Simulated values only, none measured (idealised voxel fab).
A process module follows: voxel spacer lines.
Cross-section cut: width 230 nm, square cells of 5 nm.
Think of the cross-section as a grid of square cells. We describe it in bands, top to bottom, and each band covers one or more rows of those cells.
This entry defines a band. It first specifies the height of the band's top and the height of its bottom in nm, and then specifies the band's materials from left to right, stating each material with its width in nm. The word "throughout" identifies a single material that fills the band from edge to edge, while the word "air" identifies empty space.
Note: height 0 marks the level under which the wafer is uniformly one material as received. Lowest band unbounded below, written "0 and below".
A width given as "30->40" starts at the first number in the band's top row and ends at the second number in its bottom row, shifting by an equal amount at every step from row to row.
Take "nothing got changed" at face value: in the step it is given for, the cross-section changed in none of its cells.
Entry "Closed internal voids". Content: empty spaces with no open connection to the top, size 8 cells or greater. Each: width x height at distance. Distance: from left edge. Unit: nm.
Anything after a step's settings on that line? It's the simulator's own note about the step.
"overlay nm", when on a step's line for a step with a mask, measures how far to the right of its planned place the mask lay; a negative measure means to the left.
# The process steps that were planned are listed below
1,RECEIVE, material Si
2,CONFORMAL_DEP, material Al2O3, thk nm 5
3,DIRECTIONAL_DEP, material SiN, thk nm 15
4,DIRECTIONAL_DEP, material aC, thk nm 25
5,PATTERN, tone cover, mask id MANDREL, material resist, width nm 25, pitch nm 80, thk nm 30, overlay nm 0
6,DIRECTIONAL_ETCH, etch materials aC, depth nm 25
7,STRIP, etch materials resist
8,CONFORMAL_DEP, material SiO2, thk nm 15
9,DIRECTIONAL_ETCH, etch materials SiO2, depth nm 15
10,STRIP, etch materials aC
11,DIRECTIONAL_ETCH, etch materials SiN, depth nm 15
12,STRIP, etch materials SiO2
# first wafer, as planned
# Incoming wafer in cross-section (state: after step 1)
  0 and below  Si throughout
  Closed internal voids: none
# The wafer, seen in cross-section, after step 2
  5 down to 0  Al2O3 throughout
  Nothing below the height 0 has changed.
# The wafer, seen in cross-section, after step 3
  20 down to 5  SiN throughout
  Nothing below the height 5 has changed.
# The wafer, seen in cross-section, after step 4
  45 down to 20  aC throughout
  Nothing below the height 20 has changed.
# The wafer, seen in cross-section, after step 5
  75 down to 45  air (60), then resist (25), then air (55), then resist (25), then air (65)
  Nothing below the height 45 has changed.
# The wafer, seen in cross-section, after step 6
  50 down to 45  air (60), then resist (25), then air (55), then resist (25), then air (65)
  45 down to 20  air (60), then aC (25), then air (55), then aC (25), then air (65)
  Nothing below the height 20 has changed.
# The wafer, seen in cross-section, after step 7
  45 down to 20  air (60), then aC (25), then air (55), then aC (25), then air (65)
  Nothing below the height 20 has changed.
# The wafer, seen in cross-section, after step 8
  60 down to 45  air (45), then SiO2 (55), then air (25), then SiO2 (55), then air (50)
  45 down to 35  air (45), then SiO2 (15), then aC (25), then SiO2 (15), then air (25), then SiO2 (15), then aC (25), then SiO2 (15), then air (50)
  35 down to 20  SiO2 (60), then aC (25), then SiO2 (55), then aC (25), then SiO2 (65)
  Nothing below the height 20 has changed.
# The wafer, seen in cross-section, after step 9
  45 down to 20  air (45), then SiO2 (15), then aC (25), then SiO2 (15), then air (25), then SiO2 (15), then aC (25), then SiO2 (15), then air (50)
  Nothing below the height 20 has changed.
# The wafer, seen in cross-section, after step 10
  45 down to 20  air (45), then SiO2 (15), then air (25), then SiO2 (15), then air (25), then SiO2 (15), then air (25), then SiO2 (15), then air (50)
  Nothing below the height 20 has changed.
# The wafer, seen in cross-section, after step 11
  45 down to 20  air (45), then SiO2 (15), then air (25), then SiO2 (15), then air (25), then SiO2 (15), then air (25), then SiO2 (15), then air (50)
  20 down to 5  air (45), then SiN (15), then air (25), then SiN (15), then air (25), then SiN (15), then air (25), then SiN (15), then air (50)
  Nothing below the height 5 has changed.
# The wafer, seen in cross-section, after step 12
  20 down to 5  air (45), then SiN (15), then air (25), then SiN (15), then air (25), then SiN (15), then air (25), then SiN (15), then air (50)
  Nothing below the height 5 has changed.
# What follows concerns the second wafer, which started out like the first and was meant to follow the very same plan; one mistake crept in when it was run, but everything up to and including step 4 is the same as for the first wafer
# Second wafer at the planned finish of step 5, seen in cross-section
  75 down to 45  air (60), then resist (30), then air (50), then resist (30), then air (60)
  Nothing below the height 45 has changed.
# Second wafer at the planned finish of step 6, seen in cross-section
  50 down to 45  air (60), then resist (30), then air (50), then resist (30), then air (60)
  45 down to 20  air (60), then aC (30), then air (50), then aC (30), then air (60)
  Nothing below the height 20 has changed.
# Second wafer at the planned finish of step 7, seen in cross-section
  45 down to 20  air (60), then aC (30), then air (50), then aC (30), then air (60)
  Nothing below the height 20 has changed.
# Second wafer at the planned finish of step 8, seen in cross-section
  60 down to 45  air (45), then SiO2 (60), then air (20), then SiO2 (60), then air (45)
  45 down to 35  air (45), then SiO2 (15), then aC (30), then SiO2 (15), then air (20), then SiO2 (15), then aC (30), then SiO2 (15), then air (45)
  35 down to 20  SiO2 (60), then aC (30), then SiO2 (50), then aC (30), then SiO2 (60)
  Nothing below the height 20 has changed.
# Second wafer at the planned finish of step 9, seen in cross-section
  45 down to 20  air (45), then SiO2 (15), then aC (30), then SiO2 (15), then air (20), then SiO2 (15), then aC (30), then SiO2 (15), then air (45)
  Nothing below the height 20 has changed.
# Second wafer at the planned finish of step 10, seen in cross-section
  45 down to 20  air (45), then SiO2 (15), then air (30), then SiO2 (15), then air (20), then SiO2 (15), then air (30), then SiO2 (15), then air (45)
  Nothing below the height 20 has changed.
# Second wafer at the planned finish of step 11, seen in cross-section
  45 down to 20  air (45), then SiO2 (15), then air (30), then SiO2 (15), then air (20), then SiO2 (15), then air (30), then SiO2 (15), then air (45)
  20 down to 5  air (45), then SiN (15), then air (30), then SiN (15), then air (20), then SiN (15), then air (30), then SiN (15), then air (45)
  Nothing below the height 5 has changed.
# Second wafer at the planned finish of step 12, seen in cross-section
  20 down to 5  air (45), then SiN (15), then air (30), then SiN (15), then air (20), then SiN (15), then air (30), then SiN (15), then air (45)
  Nothing below the height 5 has changed.
Processing error: step 5: run off-plan, actual operation and settings PATTERN, tone cover, mask id MANDREL, material resist, width nm 30, pitch nm 80, thk nm 30, overlay nm 0
So at the finish, the second wafer's got exactly as many cells of each material as the first, just not in the same spots.
